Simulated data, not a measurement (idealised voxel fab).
process module | voxel ribs on slabs
cross-section cut | 185 nm wide | cells 5 nm
A cross-section is a grid of square cells, given in bands from the top down. A band is one or more rows of cells.
Each band's line starts with the height of the band's top and of its bottom, in nm. Then come its materials from left to right, each with its width in nm. One material with "throughout" fills the band from edge to edge. "air" is empty space.
Height 0 is the level under which the wafer as received is all one material. The lowest band goes on downwards, as in "0 down".
A width such as "30 to 40" changes by the same amount from each row of cells to the next, from the band's top row to its bottom row.
"no change" after a step means that no cell of the cross-section changed.
closed voids: empty space of 8 cells or more with no open way to the top, each as width x height at its distance from the left edge, in nm
after a step's settings: what the simulator itself notes on the step
overlay nm, on a step with a mask: how far to the right of its planned place the mask lay; to the left if negative
plan
1 op RECEIVE | material Si
2 op DIRECTIONAL_DEP | material SiO2 | thk nm 25
3 op DIRECTIONAL_DEP | material polySi | thk nm 15
4 op PATTERN | tone cover | mask id RIB | material resist | width nm 25 | thk nm 15 | overlay nm 0
5 op DIRECTIONAL_ETCH | etch materials polySi | depth nm 10
6 op STRIP | etch materials resist
7 op MASKED_ETCH | tone cover | mask id SLAB | width nm 65 | etch materials polySi | depth nm 5 | overlay nm 0
8 op FILL_DEP | material SiO2 | thk nm 20
9 op CMP | height nm 50
10 op DIRECTIONAL_DEP | material TiN | thk nm 10
11 op MASKED_ETCH | tone cover | mask id HEATER | width nm 35 | etch materials TiN | depth nm 10 | overlay nm 0
12 op CONFORMAL_DEP | material SiN | thk nm 5
first wafer, as planned
as received, after step 1
  0 down: Si throughout
  closed voids: none
after step 2
  25 to 0: SiO2 throughout
  below 0: unchanged
after step 3
  40 to 25: polySi throughout
  below 25: unchanged
after step 4
  55 to 40: air 80 | resist 25 | air 80
  below 40: unchanged
after step 5
  55 to 40: air 80 | resist 25 | air 80
  40 to 30: air 80 | polySi 25 | air 80
  below 30: unchanged
after step 6
  40 to 30: air 80 | polySi 25 | air 80
  below 30: unchanged
after step 7
  40 to 30: air 80 | polySi 25 | air 80
  30 to 25: air 60 | polySi 65 | air 60
  below 25: unchanged
after step 8
  60 to 40: SiO2 throughout
  40 to 30: SiO2 80 | polySi 25 | SiO2 80
  30 to 25: SiO2 60 | polySi 65 | SiO2 60
  below 25: unchanged
after step 9
  50 to 40: SiO2 throughout
  below 40: unchanged
after step 10
  60 to 50: TiN throughout
  below 50: unchanged
after step 11
  60 to 50: air 75 | TiN 35 | air 75
  below 50: unchanged
after step 12
  65 to 60: air 70 | SiN 45 | air 70
  60 to 55: air 70 | SiN 5 | TiN 35 | SiN 5 | air 70
  55 to 50: SiN 75 | TiN 35 | SiN 75
  below 50: unchanged
second wafer: like start, like plan, one mistake. Through step 2 it matches the first wafer
when step 3 should have ended
  50 to 25: polySi throughout
  below 25: unchanged
when step 4 should have ended
  65 to 50: air 80 | resist 25 | air 80
  below 50: unchanged
when step 5 should have ended
  65 to 50: air 80 | resist 25 | air 80
  50 to 40: air 80 | polySi 25 | air 80
  below 40: unchanged
when step 6 should have ended
  50 to 40: air 80 | polySi 25 | air 80
  below 40: unchanged
when step 7 should have ended
  50 to 40: air 80 | polySi 25 | air 80
  40 to 35: air 60 | polySi 65 | air 60
  below 35: unchanged
when step 8 should have ended
  70 to 50: SiO2 throughout
  50 to 40: SiO2 80 | polySi 25 | SiO2 80
  40 to 35: SiO2 60 | polySi 65 | SiO2 60
  below 35: unchanged
when step 9 should have ended
  50 to 40: SiO2 80 | polySi 25 | SiO2 80
  below 40: unchanged
when step 10 should have ended
  60 to 50: TiN throughout
  below 50: unchanged
when step 11 should have ended
  60 to 50: air 75 | TiN 35 | air 75
  below 50: unchanged
when step 12 should have ended
  65 to 60: air 70 | SiN 45 | air 70
  60 to 55: air 70 | SiN 5 | TiN 35 | SiN 5 | air 70
  55 to 50: SiN 75 | TiN 35 | SiN 75
  below 50: unchanged
what went wrong: step 3 ran as: op DIRECTIONAL_DEP | material polySi | thk nm 25
at the end the second wafer has, in cells: 74 fewer of SiO2 | 74 more of polySi
